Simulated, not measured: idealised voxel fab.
The process module that follows is named voxel wiring stack.
We display cut, a cross-section 260 nm in width whose square cells are each 5 nm.
The cross-sections in this document take the form of a grid made of square cells. They are written out as bands, in order from top to bottom. Each band consists of one or more rows of cells.
Band: top and bottom heights (nm) first, top before bottom; then materials from left to right, widths in nm. "edge to edge" marks a sole material filling the band edge to edge. "air" denotes empty space.
Note: height 0 marks the level under which the wafer is uniformly one material as received. Lowest band unbounded below, written "0 and below".
You'd read "30..40" like this: the band's top row of cells is as wide as the first number, its bottom row is as wide as the second, and going down, every row changes width by the same amount as the row before did.
Reading "nothing altered" for a step: not a cell of the cross-section changed in it.
The list in "Catalogued sealed voids" covers empty spaces of 8 cells or more that cannot reach the top through any open way, and it gives each as width x height at distance; the distance is from the left edge, and width, height and distance are in nm.
Whatever follows a step's settings on its line is a remark the simulator itself makes about that step.
When a step includes a mask, the "overlay nm" setting on its line states how far to the right of its planned place that mask lay, and negative values state how far to the left.

## Steps planned for the process
1 RECEIVE,material Si
2 CONFORMAL_DEP,material SiO2,thk nm 15
3 DIRECTIONAL_DEP,material TiN,thk nm 5
4 DIRECTIONAL_DEP,material Ru,thk nm 25
5 PATTERN,tone cover,mask id METAL_1,material resist,width nm 30,pitch nm 45,thk nm 15,overlay nm 0
6 DIRECTIONAL_ETCH,etch materials Ru,depth nm 25
7 DIRECTIONAL_ETCH,etch materials TiN,depth nm 5
8 STRIP,etch materials resist
9 CONFORMAL_DEP,material SiCN,thk nm 5
10 FILL_DEP,material SiO2,thk nm 5
11 CMP,height nm 45
12 CONFORMAL_DEP,material SiCN,thk nm 5
13 DIRECTIONAL_DEP,material lowk,thk nm 20
14 MASKED_ETCH,tone open,mask id PLUG_1,width nm 15,pitch nm 90,etch materials lowk,depth nm 20,overlay nm 0
15 MASKED_ETCH,tone open,mask id PLUG_1,width nm 15,pitch nm 90,etch materials SiCN,depth nm 5,overlay nm 0
16 EPI,material Ru,thk nm 10
17 EPI,material Ru,thk nm 10
18 EPI,material Ru,thk nm 5
19 CONFORMAL_DEP,material SiN,thk nm 5
20 DIRECTIONAL_DEP,material SiO2,thk nm 25
21 DIRECTIONAL_DEP,material aC,thk nm 15
22 PATTERN,tone open,mask id METAL_2,material resist,width nm 30,pitch nm 45,thk nm 35,overlay nm 0
23 DIRECTIONAL_ETCH,etch materials aC,depth nm 15
24 STRIP,etch materials resist
25 DIRECTIONAL_ETCH,etch materials SiO2,depth nm 25
26 DIRECTIONAL_ETCH,etch materials SiN,depth nm 5
27 STRIP,etch materials aC
28 CONFORMAL_DEP,material TiN,thk nm 5
29 FILL_DEP,material Ru,thk nm 10
30 CMP,height nm 100
31 EPI,material Ru,thk nm 5
32 FILL_DEP,material SiCN,thk nm 5
33 DIRECTIONAL_DEP,material lowk,thk nm 25
34 PATTERN,tone open,mask id METAL_3,material resist,width nm 30,pitch nm 45,thk nm 20,overlay nm 0
35 DIRECTIONAL_ETCH,etch materials lowk,depth nm 15
36 STRIP,etch materials resist
37 DIRECTIONAL_DEP,material aC,thk nm 15
38 PATTERN,tone open,mask id METAL_3_HOLES,material resist,width nm 15,pitch nm 45,thk nm 30,overlay nm 0
39 DIRECTIONAL_ETCH,etch materials aC,depth nm 15
40 STRIP,etch materials resist
41 DIRECTIONAL_ETCH,etch materials lowk,depth nm 10
42 DIRECTIONAL_ETCH,etch materials SiCN,depth nm 5
43 STRIP,etch materials aC
44 CONFORMAL_DEP,material TiN,thk nm 5
45 FILL_DEP,material Cu,thk nm 5
46 CMP,height nm 135
47 CONFORMAL_DEP,material SiN,thk nm 5

## Cross-section: wafer on arrival = after step 1
- 0 and below = Si edge to edge
- Catalogued sealed voids: none

## Here's the cross-section of the first of our two wafers at the end of the module - it ran as planned
- 140 down to 135 = SiN edge to edge
- 135 down to 125 = lowk (70) | TiN (5) | Cu (20) | TiN (5) | lowk (15) | TiN (5) | Cu (20) | TiN (5) | lowk (15) | TiN (5) | Cu (20) | TiN (5) | lowk (70)
- 125 down to 120 = lowk (70) | TiN (5) | Cu (5) | TiN (20) | lowk (15) | TiN (5) | Cu (5) | TiN (20) | lowk (15) | TiN (5) | Cu (5) | TiN (20) | lowk (70)
- 120 down to 110 = lowk (70) | TiN (5) | Cu (5) | TiN (5) | lowk (30) | TiN (5) | Cu (5) | TiN (5) | lowk (30) | TiN (5) | Cu (5) | TiN (5) | lowk (85)
- 110 down to 105 = SiCN (70) | TiN (15) | SiCN (30) | TiN (15) | SiCN (30) | TiN (15) | SiCN (85)
- 105 down to 100 = SiCN (65) | Ru (40) | SiCN (5) | Ru (40) | SiCN (5) | Ru (40) | SiCN (65)
- 100 down to 75 = SiO2 (70) | TiN (5) | Ru (20) | TiN (5) | SiO2 (15) | TiN (5) | Ru (20) | TiN (5) | SiO2 (15) | TiN (5) | Ru (20) | TiN (5) | SiO2 (70)
- 75 down to 70 = SiN (70) | TiN (30) | SiN (15) | TiN (30) | SiN (15) | TiN (30) | SiN (70)
- 70 down to 50 = lowk (70) | Ru (15) | lowk (75) | Ru (15) | lowk (85)
- 50 down to 45 = SiCN (70) | Ru (15) | SiCN (75) | Ru (15) | SiCN (85)
- 45 down to 20 = SiO2 (65) | SiCN (5) | Ru (30) | SiCN (5) | SiO2 (5) | SiCN (5) | Ru (30) | SiCN (5) | SiO2 (5) | SiCN (5) | Ru (30) | SiCN (5) | SiO2 (65)
- 20 down to 15 = SiCN (70) | TiN (30) | SiCN (15) | TiN (30) | SiCN (15) | TiN (30) | SiCN (70)
- 15 down to 0 = SiO2 edge to edge
- 0 and below = Si edge to edge
- Catalogued sealed voids: none

## End of module, second wafer, cross-section. Started like the first, planned like the first, run with one mistake
- 140 down to 135 = SiN edge to edge
- 135 down to 125 = lowk (70) | TiN (5) | Cu (20) | TiN (5) | lowk (15) | TiN (5) | Cu (20) | TiN (5) | lowk (15) | TiN (5) | Cu (20) | TiN (5) | lowk (70)
- 125 down to 120 = lowk (70) | TiN (5) | Cu (5) | TiN (20) | lowk (15) | TiN (5) | Cu (5) | TiN (20) | lowk (15) | TiN (5) | Cu (5) | TiN (20) | lowk (70)
- 120 down to 110 = lowk (70) | TiN (5) | Cu (5) | TiN (5) | lowk (30) | TiN (5) | Cu (5) | TiN (5) | lowk (30) | TiN (5) | Cu (5) | TiN (5) | lowk (85)
- 110 down to 105 = SiCN (70) | TiN (15) | SiCN (30) | TiN (15) | SiCN (30) | TiN (15) | SiCN (85)
- 105 down to 100 = SiCN (65) | Ru (40) | SiCN (5) | Ru (40) | SiCN (5) | Ru (40) | SiCN (65)
- 100 down to 75 = SiO2 (70) | TiN (5) | Ru (20) | TiN (5) | SiO2 (15) | TiN (5) | Ru (20) | TiN (5) | SiO2 (15) | TiN (5) | Ru (20) | TiN (5) | SiO2 (70)
- 75 down to 70 = SiN (70) | TiN (30) | SiN (15) | TiN (30) | SiN (15) | TiN (30) | SiN (70)
- 70 down to 50 = lowk (70) | Ru (15) | lowk (75) | Ru (15) | lowk (85)
- 50 down to 45 = SiCN (70) | Ru (15) | SiCN (75) | Ru (15) | SiCN (85)
- 45 down to 20 = SiO2 (60) | SiCN (5) | Ru (30) | SiCN (5) | SiO2 (5) | SiCN (5) | Ru (30) | SiCN (5) | SiO2 (5) | SiCN (5) | Ru (30) | SiCN (5) | SiO2 (70)
- 20 down to 15 = SiCN (65) | TiN (30) | SiCN (15) | TiN (30) | SiCN (15) | TiN (30) | SiCN (75)
- 15 down to 0 = SiO2 edge to edge
- 0 and below = Si edge to edge
- Catalogued sealed voids: none
So what did we get wrong on this run? step 5 off recipe, ran as PATTERN,tone cover,mask id METAL_1,material resist,width nm 30,pitch nm 45,thk nm 15,overlay nm -5
Matching per-material cell counts, mismatched positions: that is how the second wafer compares with the first at the end.
